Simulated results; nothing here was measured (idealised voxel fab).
A process module follows: voxel self aligned vias.
Xsec cut, 235 nm wide, square cell size 5 nm.
This document writes a cross-section as a grid whose cells are square, and gives it as bands, listed from the top down; one or more rows of cells form a band. Band: top height; bottom height; in nm. Then, left to right: material with width in nm, for each material. "everywhere": a single material spanning edge to edge. "blank": empty space. The level at which height equals 0 is the one under which the wafer, as it arrives, is entirely one material. No lower edge exists for the bottom band, which continues downward and is notated as in "0 nm and below". Read "30 to 40" as a graded width: first number on top, second number at the bottom, same change between each pair of neighbouring rows. No cell of the cross-section changed in a step that is given as "same as before". "Closed empty spaces" contains a list of empty spaces, each no smaller than 8 cells and without an open way to the top, written in the form width x height at distance with the distance from the left edge and all three in nm. Step line, after settings: the simulator's comment on this step. overlay nm: mask right of planned place by this much (step with mask). Neg. = left.
The process steps that were planned are listed below
1,RECEIVE | material Si
2,CONFORMAL_DEP | material SiO2 | thk nm 10
3,CONFORMAL_DEP | material SiCN | thk nm 5
4,DIRECTIONAL_DEP | material SiO2 | thk nm 30
5,MASKED_ETCH | tone open | mask id LINES | width nm 25 | pitch nm 70 | etch materials SiO2 | depth nm 30 | overlay nm 0
6,CONFORMAL_DEP | material TiN | thk nm 5
7,FILL_DEP | material Ru | thk nm 5
8,CMP | height nm 45
9,SELECTIVE_ETCH | etch materials W Ru TiN | depth nm 10
10,FILL_DEP | material SiN | thk nm 10
11,CMP | height nm 45
12,DIRECTIONAL_DEP | material SiO2 | thk nm 15
13,DIRECTIONAL_DEP | material aC | thk nm 10
14,PATTERN | tone open | mask id VIAS | material resist | width nm 45 | pitch nm 70 | thk nm 30 | overlay nm 0
15,DIRECTIONAL_ETCH | etch materials aC | depth nm 10
16,STRIP | etch materials resist
17,DIRECTIONAL_ETCH | etch materials SiO2 | depth nm 15
18,DIRECTIONAL_ETCH | etch materials SiN | depth nm 10
19,STRIP | etch materials aC
20,CONFORMAL_DEP | material TiN | thk nm 5
21,FILL_DEP | material W | thk nm 10
22,CMP | height nm 60
23,CONFORMAL_DEP | material SiN | thk nm 5
Of two wafers, the first: run according to plan
Wafer cross-section on receipt, i.e. after step 1
- 0 nm and below | Si everywhere
- Closed empty spaces: none
So this is the wafer cross-section right after step 2
- 10 nm to 0 nm | SiO2 everywhere
- At heights below 0, the structure remains unaltered.
So this is the wafer cross-section right after step 3
- 15 nm to 10 nm | SiCN everywhere
- At heights below 10, the structure remains unaltered.
So this is the wafer cross-section right after step 4
- 45 nm to 15 nm | SiO2 everywhere
- At heights below 15, the structure remains unaltered.
So this is the wafer cross-section right after step 5
- 45 nm to 15 nm | SiO2 70 / blank 25 / SiO2 45 / blank 25 / SiO2 70
- At heights below 15, the structure remains unaltered.
So this is the wafer cross-section right after step 6
- 50 nm to 45 nm | TiN 75 / blank 15 / TiN 55 / blank 15 / TiN 75
- 45 nm to 20 nm | SiO2 70 / TiN 5 / blank 15 / TiN 5 / SiO2 45 / TiN 5 / blank 15 / TiN 5 / SiO2 70
- 20 nm to 15 nm | SiO2 70 / TiN 25 / SiO2 45 / TiN 25 / SiO2 70
- At heights below 15, the structure remains unaltered.
So this is the wafer cross-section right after step 7
- 55 nm to 50 nm | Ru everywhere
- 50 nm to 45 nm | TiN 75 / Ru 15 / TiN 55 / Ru 15 / TiN 75
- 45 nm to 20 nm | SiO2 70 / TiN 5 / Ru 15 / TiN 5 / SiO2 45 / TiN 5 / Ru 15 / TiN 5 / SiO2 70
- At heights below 20, the structure remains unaltered.
So this is the wafer cross-section right after step 8
- 45 nm to 20 nm | SiO2 70 / TiN 5 / Ru 15 / TiN 5 / SiO2 45 / TiN 5 / Ru 15 / TiN 5 / SiO2 70
- At heights below 20, the structure remains unaltered.
So this is the wafer cross-section right after step 9
- 45 nm to 35 nm | SiO2 70 / blank 25 / SiO2 45 / blank 25 / SiO2 70
- At heights below 35, the structure remains unaltered.
So this is the wafer cross-section right after step 10
- 55 nm to 45 nm | SiN everywhere
- 45 nm to 35 nm | SiO2 70 / SiN 25 / SiO2 45 / SiN 25 / SiO2 70
- At heights below 35, the structure remains unaltered.
So this is the wafer cross-section right after step 11
- 45 nm to 35 nm | SiO2 70 / SiN 25 / SiO2 45 / SiN 25 / SiO2 70
- At heights below 35, the structure remains unaltered.
So this is the wafer cross-section right after step 12
- 60 nm to 45 nm | SiO2 everywhere
- At heights below 45, the structure remains unaltered.
So this is the wafer cross-section right after step 13
- 70 nm to 60 nm | aC everywhere
- At heights below 60, the structure remains unaltered.
So this is the wafer cross-section right after step 14
- 100 nm to 70 nm | resist 60 / blank 45 / resist 25 / blank 45 / resist 60
- At heights below 70, the structure remains unaltered.
So this is the wafer cross-section right after step 15
- 90 nm to 70 nm | resist 60 / blank 45 / resist 25 / blank 45 / resist 60
- 70 nm to 60 nm | aC 60 / blank 45 / aC 25 / blank 45 / aC 60
- At heights below 60, the structure remains unaltered.
So this is the wafer cross-section right after step 16
- 70 nm to 60 nm | aC 60 / blank 45 / aC 25 / blank 45 / aC 60
- At heights below 60, the structure remains unaltered.
So this is the wafer cross-section right after step 17
- 70 nm to 60 nm | aC 60 / blank 45 / aC 25 / blank 45 / aC 60
- 60 nm to 45 nm | SiO2 60 / blank 45 / SiO2 25 / blank 45 / SiO2 60
- At heights below 45, the structure remains unaltered.
So this is the wafer cross-section right after step 18
- 70 nm to 60 nm | aC 60 / blank 45 / aC 25 / blank 45 / aC 60
- 60 nm to 45 nm | SiO2 60 / blank 45 / SiO2 25 / blank 45 / SiO2 60
- 45 nm to 35 nm | SiO2 70 / blank 25 / SiO2 45 / blank 25 / SiO2 70
- At heights below 35, the structure remains unaltered.
So this is the wafer cross-section right after step 19
- 60 nm to 45 nm | SiO2 60 / blank 45 / SiO2 25 / blank 45 / SiO2 60
- At heights below 45, the structure remains unaltered.
So this is the wafer cross-section right after step 20
- 65 nm to 60 nm | TiN 65 / blank 35 / TiN 35 / blank 35 / TiN 65
- 60 nm to 50 nm | SiO2 60 / TiN 5 / blank 35 / TiN 5 / SiO2 25 / TiN 5 / blank 35 / TiN 5 / SiO2 60
- 50 nm to 40 nm | SiO2 60 to 70 / TiN 15 to 5 / blank 15 / TiN 15 to 5 / SiO2 25 to 45 / TiN 15 to 5 / blank 15 / TiN 15 to 5 / SiO2 60 to 70
- 40 nm to 35 nm | SiO2 70 / TiN 25 / SiO2 45 / TiN 25 / SiO2 70
- At heights below 35, the structure remains unaltered.
So this is the wafer cross-section right after step 21
- 75 nm to 65 nm | W everywhere
- 65 nm to 60 nm | TiN 65 / W 35 / TiN 35 / W 35 / TiN 65
- 60 nm to 50 nm | SiO2 60 / TiN 5 / W 35 / TiN 5 / SiO2 25 / TiN 5 / W 35 / TiN 5 / SiO2 60
- 50 nm to 40 nm | SiO2 60 to 70 / TiN 15 to 5 / W 15 / TiN 15 to 5 / SiO2 25 to 45 / TiN 15 to 5 / W 15 / TiN 15 to 5 / SiO2 60 to 70
- At heights below 40, the structure remains unaltered.
So this is the wafer cross-section right after step 22
- 60 nm to 50 nm | SiO2 60 / TiN 5 / W 35 / TiN 5 / SiO2 25 / TiN 5 / W 35 / TiN 5 / SiO2 60
- At heights below 50, the structure remains unaltered.
So this is the wafer cross-section right after step 23
- 65 nm to 60 nm | SiN everywhere
- At heights below 60, the structure remains unaltered.
Wafer two of the pair: same origin, same plan, one error during the run; identical to wafer one up to and including step 2
Look at the second wafer in cross-section at the time step 3 ought to have finished: same as before
Look at the second wafer in cross-section at the time step 4 ought to have finished
- 40 nm to 0 nm | SiO2 everywhere
- At heights below 0, the structure remains unaltered.
Look at the second wafer in cross-section at the time step 5 ought to have finished
- 40 nm to 10 nm | SiO2 70 / blank 25 / SiO2 45 / blank 25 / SiO2 70
- At heights below 10, the structure remains unaltered.
Look at the second wafer in cross-section at the time step 6 ought to have finished
- 45 nm to 40 nm | TiN 75 / blank 15 / TiN 55 / blank 15 / TiN 75
- 40 nm to 15 nm | SiO2 70 / TiN 5 / blank 15 / TiN 5 / SiO2 45 / TiN 5 / blank 15 / TiN 5 / SiO2 70
- 15 nm to 10 nm | SiO2 70 / TiN 25 / SiO2 45 / TiN 25 / SiO2 70
- At heights below 10, the structure remains unaltered.
Look at the second wafer in cross-section at the time step 7 ought to have finished
- 50 nm to 45 nm | Ru everywhere
- 45 nm to 40 nm | TiN 75 / Ru 15 / TiN 55 / Ru 15 / TiN 75
- 40 nm to 15 nm | SiO2 70 / TiN 5 / Ru 15 / TiN 5 / SiO2 45 / TiN 5 / Ru 15 / TiN 5 / SiO2 70
- At heights below 15, the structure remains unaltered.
Look at the second wafer in cross-section at the time step 8 ought to have finished
- 45 nm to 40 nm | TiN 75 / Ru 15 / TiN 55 / Ru 15 / TiN 75
- At heights below 40, the structure remains unaltered.
Look at the second wafer in cross-section at the time step 9 ought to have finished
- 40 nm to 35 nm | SiO2 70 / blank 25 / SiO2 45 / blank 25 / SiO2 70
- At heights below 35, the structure remains unaltered.
Look at the second wafer in cross-section at the time step 10 ought to have finished
- 50 nm to 40 nm | SiN everywhere
- 40 nm to 35 nm | SiO2 70 / SiN 25 / SiO2 45 / SiN 25 / SiO2 70
- At heights below 35, the structure remains unaltered.
Look at the second wafer in cross-section at the time step 11 ought to have finished
- 45 nm to 40 nm | SiN everywhere
- At heights below 40, the structure remains unaltered.
Look at the second wafer in cross-section at the time step 12 ought to have finished
- 60 nm to 45 nm | SiO2 everywhere
- At heights below 45, the structure remains unaltered.
Look at the second wafer in cross-section at the time step 13 ought to have finished
- 70 nm to 60 nm | aC everywhere
- At heights below 60, the structure remains unaltered.
Look at the second wafer in cross-section at the time step 14 ought to have finished
- 100 nm to 70 nm | resist 60 / blank 45 / resist 25 / blank 45 / resist 60
- At heights below 70, the structure remains unaltered.
Look at the second wafer in cross-section at the time step 15 ought to have finished
- 90 nm to 70 nm | resist 60 / blank 45 / resist 25 / blank 45 / resist 60
- 70 nm to 60 nm | aC 60 / blank 45 / aC 25 / blank 45 / aC 60
- At heights below 60, the structure remains unaltered.
Look at the second wafer in cross-section at the time step 16 ought to have finished
- 70 nm to 60 nm | aC 60 / blank 45 / aC 25 / blank 45 / aC 60
- At heights below 60, the structure remains unaltered.
Look at the second wafer in cross-section at the time step 17 ought to have finished
- 70 nm to 60 nm | aC 60 / blank 45 / aC 25 / blank 45 / aC 60
- 60 nm to 45 nm | SiO2 60 / blank 45 / SiO2 25 / blank 45 / SiO2 60
- At heights below 45, the structure remains unaltered.
Look at the second wafer in cross-section at the time step 18 ought to have finished
- 70 nm to 60 nm | aC 60 / blank 45 / aC 25 / blank 45 / aC 60
- 60 nm to 45 nm | SiO2 60 / blank 45 / SiO2 25 / blank 45 / SiO2 60
- 45 nm to 40 nm | SiN 60 / blank 45 / SiN 25 / blank 45 / SiN 60
- 40 nm to 35 nm | SiO2 70 / blank 25 / SiO2 45 / blank 25 / SiO2 70
- At heights below 35, the structure remains unaltered.
Look at the second wafer in cross-section at the time step 19 ought to have finished
- 60 nm to 45 nm | SiO2 60 / blank 45 / SiO2 25 / blank 45 / SiO2 60
- At heights below 45, the structure remains unaltered.
Look at the second wafer in cross-section at the time step 20 ought to have finished
- 65 nm to 60 nm | TiN 65 / blank 35 / TiN 35 / blank 35 / TiN 65
- 60 nm to 45 nm | SiO2 60 / TiN 5 / blank 35 / TiN 5 / SiO2 25 / TiN 5 / blank 35 / TiN 5 / SiO2 60
- 45 nm to 40 nm | SiN 60 / TiN 15 / blank 15 / TiN 15 / SiN 25 / TiN 15 / blank 15 / TiN 15 / SiN 60
- 40 nm to 35 nm | SiO2 70 / TiN 25 / SiO2 45 / TiN 25 / SiO2 70
- At heights below 35, the structure remains unaltered.
Look at the second wafer in cross-section at the time step 21 ought to have finished
- 75 nm to 65 nm | W everywhere
- 65 nm to 60 nm | TiN 65 / W 35 / TiN 35 / W 35 / TiN 65
- 60 nm to 45 nm | SiO2 60 / TiN 5 / W 35 / TiN 5 / SiO2 25 / TiN 5 / W 35 / TiN 5 / SiO2 60
- 45 nm to 40 nm | SiN 60 / TiN 15 / W 15 / TiN 15 / SiN 25 / TiN 15 / W 15 / TiN 15 / SiN 60
- At heights below 40, the structure remains unaltered.
Look at the second wafer in cross-section at the time step 22 ought to have finished
- 60 nm to 45 nm | SiO2 60 / TiN 5 / W 35 / TiN 5 / SiO2 25 / TiN 5 / W 35 / TiN 5 / SiO2 60
- At heights below 45, the structure remains unaltered.
Look at the second wafer in cross-section at the time step 23 ought to have finished
- 65 nm to 60 nm | SiN everywhere
- At heights below 60, the structure remains unaltered.
What was the processing mistake? step 3 of the plan did not run at all; it was left out
Wafer comparison, final, in cells, second relative to first, materials more or fewer: +6 Ru; -47 SiCN; +29 SiN; +4 TiN; +8 W
